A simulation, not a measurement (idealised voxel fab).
Module name: voxel self aligned vias (process module)
Pictured: cross-section cut, 285 nm wide, on a grid of 5 nm square cells.
Throughout this document, each cross-section is represented as a grid of square cells and is presented as a sequence of bands enumerated from the top downward, where a band comprises one or more rows of cells. Top height, bottom height, nm. Materials left to right, width each, nm. Single material + "throughout" = fills band edge to edge. "empty" = empty. Height is counted from the level 0, under which the received wafer is composed throughout of one material. The lowest of the bands is not closed at the bottom but continues downward, in the notation "0 down". Quick explanation for "30->40": the width changes in equal steps down the rows of cells, from the first number in the band's top row to the second number in its bottom row. What does "remained unchanged" mean for a step? It means no cell of the cross-section changed in that step. Any empty space of 8 cells or more lacking an open way to the top shows up in "Sealed void inventory" as width x height at distance, distance from the left edge, in nm. Formally, on a step line, whatever follows the settings is a remark that the simulator itself makes on the step. overlay nm: on a step with a mask, how far right of its planned place the mask lay; negative means left.
# Here's what the planned process steps look like
1. op RECEIVE | material Si
2. op CONFORMAL_DEP | material SiO2 | thk nm 15
3. op CONFORMAL_DEP | material SiCN | thk nm 5
4. op DIRECTIONAL_DEP | material SiO2 | thk nm 20
5. op DIRECTIONAL_DEP | material aC | thk nm 15
6. op PATTERN | tone open | mask id LINES | material resist | width nm 20 | pitch nm 55 | thk nm 30 | overlay nm 0
7. op DIRECTIONAL_ETCH | etch materials aC | depth nm 15
8. op STRIP | etch materials resist
9. op DIRECTIONAL_ETCH | etch materials SiO2 | depth nm 20
10. op STRIP | etch materials aC
11. op CONFORMAL_DEP | material TiN | thk nm 5
12. op FILL_DEP | material Ru | thk nm 5
13. op CMP | height nm 40
14. op SELECTIVE_ETCH | etch materials W Ru TiN | depth nm 10
15. op FILL_DEP | material SiN | thk nm 10
16. op CMP | height nm 40
17. op DIRECTIONAL_DEP | material SiO2 | thk nm 20
18. op PATTERN | tone open | mask id VIAS | material resist | width nm 30 | thk nm 15 | overlay nm 0
19. op DIRECTIONAL_ETCH | etch materials SiO2 | depth nm 20
20. op DIRECTIONAL_ETCH | etch materials SiN | depth nm 10
21. op STRIP | etch materials resist
22. op CONFORMAL_DEP | material TiN | thk nm 5
23. op FILL_DEP | material Cu | thk nm 5
24. op CMP | height nm 60
25. op CONFORMAL_DEP | material SiCN | thk nm 5
# Wafer at receipt (post step 1), cross-section
    0 down = Si throughout
    Sealed void inventory: none
# Wafer cross-section at module end: first of two, run to plan
    65 to 60 = SiCN throughout
    60 to 45 = 100 SiO2; 5 TiN; 20 Cu; 5 TiN; 155 SiO2
    45 to 40 = 100 SiO2; 10 TiN; 10 Cu; 10 TiN; 155 SiO2
    40 to 35 = 105 SiO2; 5 TiN; 10 Cu; 5 TiN; 35 SiO2; 20 SiN; 105 SiO2
    35 to 30 = 105 SiO2; 20 TiN; 35 SiO2; 20 SiN; 105 SiO2
    30 to 25 = 105 SiO2; 5 TiN; 10 Ru; 5 TiN; 35 SiO2; 5 TiN; 10 Ru; 5 TiN; 105 SiO2
    25 to 20 = 105 SiO2; 20 TiN; 35 SiO2; 20 TiN; 105 SiO2
    20 to 15 = SiCN throughout
    15 to 0 = SiO2 throughout
    0 down = Si throughout
    Sealed void inventory: none
# Wafer two cross-section, module end. Start and plan unchanged from wafer one; one mistake made during the run
    65 to 60 = SiCN throughout
    60 to 45 = 100 SiO2; 5 TiN; 25 Cu; 5 TiN; 150 SiO2
    45 to 40 = 100 SiO2; 10 TiN; 10 Cu; 15 TiN; 150 SiO2
    40 to 35 = 105 SiO2; 5 TiN; 10 Cu; 5 TiN; 35 SiO2; 20 SiN; 105 SiO2
    35 to 30 = 105 SiO2; 20 TiN; 35 SiO2; 20 SiN; 105 SiO2
    30 to 25 = 105 SiO2; 5 TiN; 10 Ru; 5 TiN; 35 SiO2; 5 TiN; 10 Ru; 5 TiN; 105 SiO2
    25 to 20 = 105 SiO2; 20 TiN; 35 SiO2; 20 TiN; 105 SiO2
    20 to 15 = SiCN throughout
    15 to 0 = SiO2 throughout
    0 down = Si throughout
    Sealed void inventory: none
Run error: off-plan run, step 18, actual operation and settings op PATTERN | tone open | mask id VIAS | material resist | width nm 35 | thk nm 15 | overlay nm 0
Looking at both finished wafers in cells, the second ends up ahead of or behind the first on some materials: +3 Cu | -4 SiO2 | +1 TiN
